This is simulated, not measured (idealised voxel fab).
Process module in this document: voxel self aligned vias
The cross-section on display is named cut; it measures 255 nm wide, and its cells are 5 nm squares.
Each cross-section below is a grid of square cells, stated as bands in top-down order, with one or more rows of cells making up each band. In this notation a band is specified by the heights of its top and bottom, in that order and in nm, after which its materials appear from left to right, each paired with its width in nm. The word "throughout" attached to a single material means that material fills the band from edge to edge; the word "air" stands for empty space. The reference from which all heights are counted is 0, the level beneath which the as-received wafer is entirely one material; the lowest band, having no lower bound, proceeds downward and is written after the example "z 0 and below". It should be noted that a width expressed as "30 to 40" varies in equal increments from row to row of cells within the band, taking the value of the first number at the top row and that of the second number at the bottom row. Basically "same as before" means that step didn't change any cell in the cross-section. "Completely enclosed voids" lists enclosed empty spaces (at least 8 cells, no open path upward to the top), each as width x height at distance from the left edge, in nm. That trailing text on a step's line, after the settings, is the simulator's own remark on the step. Steps that use a mask can have "overlay nm" on their line. It says how far the mask sat to the right of where it was meant to be. Negative means to the left.

[Intended process steps]
1 RECEIVE | material Si
2 CONFORMAL_DEP | material SiO2 | thk nm 10
3 CONFORMAL_DEP | material SiCN | thk nm 5
4 DIRECTIONAL_DEP | material SiO2 | thk nm 20
5 DIRECTIONAL_DEP | material aC | thk nm 15
6 PATTERN | tone open | mask id LINES | material resist | width nm 30 | pitch nm 55 | thk nm 35 | overlay nm 0
7 DIRECTIONAL_ETCH | etch materials aC | depth nm 15
8 STRIP | etch materials resist
9 DIRECTIONAL_ETCH | etch materials SiO2 | depth nm 20
10 STRIP | etch materials aC
11 CONFORMAL_DEP | material TiN | thk nm 5
12 FILL_DEP | material Ru | thk nm 5
13 CMP | height nm 35
14 SELECTIVE_ETCH | etch materials W Ru TiN | depth nm 5
15 FILL_DEP | material SiN | thk nm 10
16 CMP | height nm 35
17 DIRECTIONAL_DEP | material SiO2 | thk nm 20
18 PATTERN | tone open | mask id VIAS | material resist | width nm 40 | pitch nm 110 | thk nm 20 | overlay nm 0
19 DIRECTIONAL_ETCH | etch materials SiO2 | depth nm 20
20 DIRECTIONAL_ETCH | etch materials SiN | depth nm 5
21 STRIP | etch materials resist
22 CONFORMAL_DEP | material TiN | thk nm 5
23 FILL_DEP | material W | thk nm 5
24 CMP | height nm 55
25 CONFORMAL_DEP | material SiCN | thk nm 5

[as received, after step 1]
z 0 and below = Si throughout
Completely enclosed voids: none

[End-of-module XS, first of two wafers, run as planned]
z 60 to 55 = SiCN throughout
z 55 to 40 = SiO2 50, then TiN 5, then W 30, then TiN 5, then SiO2 70, then TiN 5, then W 30, then TiN 5, then SiO2 55
z 40 to 35 = SiO2 50, then TiN 10, then W 20, then TiN 10, then SiO2 70, then TiN 10, then W 20, then TiN 10, then SiO2 55
z 35 to 30 = SiO2 55, then TiN 30, then SiO2 25, then SiN 30, then SiO2 25, then TiN 30, then SiO2 60
z 30 to 20 = SiO2 55, then TiN 5, then Ru 20, then TiN 5, then SiO2 25, then TiN 5, then Ru 20, then TiN 5, then SiO2 25, then TiN 5, then Ru 20, then TiN 5, then SiO2 60
z 20 to 15 = SiO2 55, then TiN 30, then SiO2 25, then TiN 30, then SiO2 25, then TiN 30, then SiO2 60
z 15 to 10 = SiCN throughout
z 10 to 0 = SiO2 throughout
z 0 and below = Si throughout
Completely enclosed voids: none

[This is the second of the two wafers, cross-sectioned at the end of the module; it started exactly like the first and was given the same plan, but it was run with one mistake]
z 60 to 55 = SiCN throughout
z 55 to 35 = SiO2 50, then TiN 5, then W 30, then TiN 5, then SiO2 70, then TiN 5, then W 30, then TiN 5, then SiO2 55
z 35 to 30 = SiN 50, then TiN 40, then SiN 70, then TiN 40, then SiN 55
z 30 to 25 = TiN 60, then Ru 20, then TiN 35, then Ru 20, then TiN 35, then Ru 20, then TiN 65
z 25 to 10 = SiO2 55, then TiN 5, then Ru 20, then TiN 5, then SiO2 25, then TiN 5, then Ru 20, then TiN 5, then SiO2 25, then TiN 5, then Ru 20, then TiN 5, then SiO2 60
z 10 to 5 = SiO2 55, then TiN 30, then SiO2 25, then TiN 30, then SiO2 25, then TiN 30, then SiO2 60
z 5 to 0 = SiCN throughout
z 0 and below = Si throughout
Completely enclosed voids: none
The mistake made against the process plan was this: the run left out plan step 2 entirely, so it was never executed
Final difference in cells, second wafer against first, listed per material as more or fewer: Ru: 24 more, SiN: 29 more, SiO2: 102 fewer, TiN: 45 more, W: 4 more
